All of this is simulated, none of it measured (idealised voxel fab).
process module | voxel air gaps
cross-section cut | 270 nm wide | cells 5 nm
A cross-section is a grid of square cells, given in bands from the top down. A band is one or more rows of cells.
Each band's line starts with the height of the band's top and of its bottom, in nm. Then come its materials from left to right, each with its width in nm. One material with "throughout" fills the band from edge to edge. "air" is empty space.
Height 0 is the level under which the wafer as received is all one material. The lowest band goes on downwards, as in "0 down".
A width such as "30 to 40" changes by the same amount from each row of cells to the next, from the band's top row to its bottom row.
"no change" after a step means that no cell of the cross-section changed.
closed voids: empty space of 8 cells or more with no open way to the top, each as width x height at its distance from the left edge, in nm
after a step's settings: what the simulator itself notes on the step
overlay nm, on a step with a mask: how far to the right of its planned place the mask lay; to the left if negative
plan
1 op RECEIVE | material Si
2 op CONFORMAL_DEP | material SiO2 | thk nm 10
3 op CONFORMAL_DEP | material SiN | thk nm 5
4 op DIRECTIONAL_DEP | material lowk | thk nm 30
5 op PATTERN | tone open | mask id LINES | material resist | width nm 20 | pitch nm 45 | thk nm 20 | overlay nm 0
6 op DIRECTIONAL_ETCH | etch materials lowk | depth nm 30
7 op STRIP | etch materials resist
8 op CONFORMAL_DEP | material TiN | thk nm 5
9 op FILL_DEP | material Ru | thk nm 10
10 op CMP | height nm 45
11 op EPI | material Ru | thk nm 10
12 op SELECTIVE_ETCH | etch materials lowk | depth nm 40
13 op CONFORMAL_DEP | material SiCN | thk nm 5
first wafer, as planned
as received, after step 1
  0 down: Si throughout
  closed voids: none
after step 2
  10 to 0: SiO2 throughout
  below 0: unchanged
after step 3
  15 to 10: SiN throughout
  below 10: unchanged
after step 4
  45 to 15: lowk throughout
  below 15: unchanged
after step 5
  65 to 45: resist 80 | air 20 | resist 25 | air 20 | resist 25 | air 20 | resist 80
  below 45: unchanged
after step 6
  65 to 45: resist 80 | air 20 | resist 25 | air 20 | resist 25 | air 20 | resist 80
  45 to 15: lowk 80 | air 20 | lowk 25 | air 20 | lowk 25 | air 20 | lowk 80
  below 15: unchanged
after step 7
  45 to 15: lowk 80 | air 20 | lowk 25 | air 20 | lowk 25 | air 20 | lowk 80
  below 15: unchanged
after step 8
  50 to 45: TiN 85 | air 10 | TiN 35 | air 10 | TiN 35 | air 10 | TiN 85
  45 to 20: lowk 80 | TiN 5 | air 10 | TiN 5 | lowk 25 | TiN 5 | air 10 | TiN 5 | lowk 25 | TiN 5 | air 10 | TiN 5 | lowk 80
  20 to 15: lowk 80 | TiN 20 | lowk 25 | TiN 20 | lowk 25 | TiN 20 | lowk 80
  below 15: unchanged
after step 9
  60 to 50: Ru throughout
  50 to 45: TiN 85 | Ru 10 | TiN 35 | Ru 10 | TiN 35 | Ru 10 | TiN 85
  45 to 20: lowk 80 | TiN 5 | Ru 10 | TiN 5 | lowk 25 | TiN 5 | Ru 10 | TiN 5 | lowk 25 | TiN 5 | Ru 10 | TiN 5 | lowk 80
  below 20: unchanged
after step 10
  45 to 20: lowk 80 | TiN 5 | Ru 10 | TiN 5 | lowk 25 | TiN 5 | Ru 10 | TiN 5 | lowk 25 | TiN 5 | Ru 10 | TiN 5 | lowk 80
  below 20: unchanged
after step 11
  55 to 45: air 70 | Ru 40 | air 5 | Ru 40 | air 5 | Ru 40 | air 70
  below 45: unchanged
after step 12
  55 to 45: air 70 | Ru 40 | air 5 | Ru 40 | air 5 | Ru 40 | air 70
  45 to 20: air 80 | TiN 5 | Ru 10 | TiN 5 | air 25 | TiN 5 | Ru 10 | TiN 5 | air 25 | TiN 5 | Ru 10 | TiN 5 | air 80
  20 to 15: air 80 | TiN 20 | air 25 | TiN 20 | air 25 | TiN 20 | air 80
  below 15: unchanged
after step 13
  60 to 55: air 65 | SiCN 140 | air 65
  55 to 45: air 65 | SiCN 5 | Ru 40 | SiCN 5 | Ru 40 | SiCN 5 | Ru 40 | SiCN 5 | air 65
  45 to 40: air 65 | SiCN 15 | TiN 5 | Ru 10 | TiN 5 | SiCN 25 | TiN 5 | Ru 10 | TiN 5 | SiCN 25 | TiN 5 | Ru 10 | TiN 5 | SiCN 15 | air 65
  40 to 20: air 75 | SiCN 5 | TiN 5 | Ru 10 | TiN 5 | SiCN 5 | air 15 | SiCN 5 | TiN 5 | Ru 10 | TiN 5 | SiCN 5 | air 15 | SiCN 5 | TiN 5 | Ru 10 | TiN 5 | SiCN 5 | air 75
  20 to 15: SiCN 80 | TiN 20 | SiCN 25 | TiN 20 | SiCN 25 | TiN 20 | SiCN 80
  below 15: unchanged
  closed voids: 15 x 20 at 105; 15 x 20 at 150
second wafer: like start, like plan, one mistake. Through step 2 it matches the first wafer
when step 3 should have ended
  15 to 10: TiN throughout
  below 10: unchanged
when step 4 should have ended
  45 to 15: lowk throughout
  below 15: unchanged
when step 5 should have ended
  65 to 45: resist 80 | air 20 | resist 25 | air 20 | resist 25 | air 20 | resist 80
  below 45: unchanged
when step 6 should have ended
  65 to 45: resist 80 | air 20 | resist 25 | air 20 | resist 25 | air 20 | resist 80
  45 to 15: lowk 80 | air 20 | lowk 25 | air 20 | lowk 25 | air 20 | lowk 80
  below 15: unchanged
when step 7 should have ended
  45 to 15: lowk 80 | air 20 | lowk 25 | air 20 | lowk 25 | air 20 | lowk 80
  below 15: unchanged
when step 8 should have ended
  50 to 45: TiN 85 | air 10 | TiN 35 | air 10 | TiN 35 | air 10 | TiN 85
  45 to 20: lowk 80 | TiN 5 | air 10 | TiN 5 | lowk 25 | TiN 5 | air 10 | TiN 5 | lowk 25 | TiN 5 | air 10 | TiN 5 | lowk 80
  20 to 15: lowk 80 | TiN 20 | lowk 25 | TiN 20 | lowk 25 | TiN 20 | lowk 80
  below 15: unchanged
when step 9 should have ended
  60 to 50: Ru throughout
  50 to 45: TiN 85 | Ru 10 | TiN 35 | Ru 10 | TiN 35 | Ru 10 | TiN 85
  45 to 20: lowk 80 | TiN 5 | Ru 10 | TiN 5 | lowk 25 | TiN 5 | Ru 10 | TiN 5 | lowk 25 | TiN 5 | Ru 10 | TiN 5 | lowk 80
  below 20: unchanged
when step 10 should have ended
  45 to 20: lowk 80 | TiN 5 | Ru 10 | TiN 5 | lowk 25 | TiN 5 | Ru 10 | TiN 5 | lowk 25 | TiN 5 | Ru 10 | TiN 5 | lowk 80
  below 20: unchanged
when step 11 should have ended
  55 to 45: air 70 | Ru 40 | air 5 | Ru 40 | air 5 | Ru 40 | air 70
  below 45: unchanged
when step 12 should have ended
  55 to 45: air 70 | Ru 40 | air 5 | Ru 40 | air 5 | Ru 40 | air 70
  45 to 20: air 80 | TiN 5 | Ru 10 | TiN 5 | air 25 | TiN 5 | Ru 10 | TiN 5 | air 25 | TiN 5 | Ru 10 | TiN 5 | air 80
  20 to 15: air 80 | TiN 20 | air 25 | TiN 20 | air 25 | TiN 20 | air 80
  below 15: unchanged
when step 13 should have ended
  60 to 55: air 65 | SiCN 140 | air 65
  55 to 45: air 65 | SiCN 5 | Ru 40 | SiCN 5 | Ru 40 | SiCN 5 | Ru 40 | SiCN 5 | air 65
  45 to 40: air 65 | SiCN 15 | TiN 5 | Ru 10 | TiN 5 | SiCN 25 | TiN 5 | Ru 10 | TiN 5 | SiCN 25 | TiN 5 | Ru 10 | TiN 5 | SiCN 15 | air 65
  40 to 20: air 75 | SiCN 5 | TiN 5 | Ru 10 | TiN 5 | SiCN 5 | air 15 | SiCN 5 | TiN 5 | Ru 10 | TiN 5 | SiCN 5 | air 15 | SiCN 5 | TiN 5 | Ru 10 | TiN 5 | SiCN 5 | air 75
  20 to 15: SiCN 80 | TiN 20 | SiCN 25 | TiN 20 | SiCN 25 | TiN 20 | SiCN 80
  below 15: unchanged
  closed voids: 15 x 20 at 105; 15 x 20 at 150
what went wrong: step 3 ran as: op CONFORMAL_DEP | material TiN | thk nm 5
at the end the second wafer has, in cells: 54 fewer of SiN | 54 more of TiN
